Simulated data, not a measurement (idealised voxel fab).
A process module follows: voxel fin reveal.
Xsec cut, 175 nm wide, square cell size 5 nm.
Reading order for cross-sections: top band down to bottom band. Underlying form: a grid of square cells. Band size: one or more rows of cells. The entry gives the band's vertical extent as a top height and a bottom height in nm, then its horizontal make-up as materials from left to right, each with a width in nm. "empty" stands for empty space; a single material marked "edge to edge" fills the band edge to edge. Measure heights from 0. That's the level where, below it, the as-received wafer is all one material. The lowest band is bottomless and extends downward; write it as in "top 0, no bottom". The width entry "30..40" should be interpreted row by row: the top row of cells in the band takes the first number, the bottom row takes the second number, and the change between adjacent rows is uniform throughout. It should be understood that the words "no change occurred", when stated for a given step, signify that the cross-section underwent no change in any of its cells during that step. "Entrapped voids" means: voids of 8 cells or more that are shut off from the top with no open way through. Written width x height at distance, distance from the left edge, in nm. Read whatever lies past the settings on a step's line as the simulator's own remark about the step. overlay nm: on a step with a mask, how far right of its planned place the mask lay; negative means left.
Listed below are the process steps as planned:
step 1: op RECEIVE | material Si
step 2: op CONFORMAL_DEP | material SiN | thk nm 10
step 3: op MASKED_ETCH | tone cover | mask id FINS | width nm 15 | pitch nm 35 | etch materials SiN | depth nm 10 | overlay nm 0
step 4: op MASKED_ETCH | tone cover | mask id FINS | width nm 15 | pitch nm 35 | etch materials Si | depth nm 35 | overlay nm 0
step 5: op OXIDIZE | depth nm 5
step 6: op FILL_DEP | material SiO2 | thk nm 15
step 7: op CMP | height nm 10
step 8: op SELECTIVE_ETCH | etch materials SiO2 | depth nm 30
step 9: op STRIP | etch materials SiN
Incoming wafer, cross-sectional view, post step 1:
- top 0, no bottom  Si edge to edge
- Entrapped voids: none
Cross-sectional image of the first of two wafers at the end of the module, the run having proceeded as planned:
- top 0, bottom -20  empty=65; Si=5; empty=30; Si=5; empty=70
- top -20, bottom -40  SiO2=65; Si=5; SiO2=30; Si=5; SiO2=70
- top -40, no bottom  Si edge to edge
- Entrapped voids: none
Second of two wafers, module complete, sectioned: it shares the first wafer's start and plan but was run with one mistake:
- top 0, bottom -5  Si=55; empty=25; Si=10; empty=25; Si=60
- top -5, no bottom  Si edge to edge
- Entrapped voids: none
Which mistake was made when the wafer was run? step 3 ran differently from the plan; actual operation with settings: op MASKED_ETCH | tone open | mask id FINS | width nm 15 | pitch nm 35 | etch materials SiN | depth nm 10 | overlay nm 0
Final tally in cells, some materials are higher or lower on the second wafer than on the first: Si +254, SiO2 -132
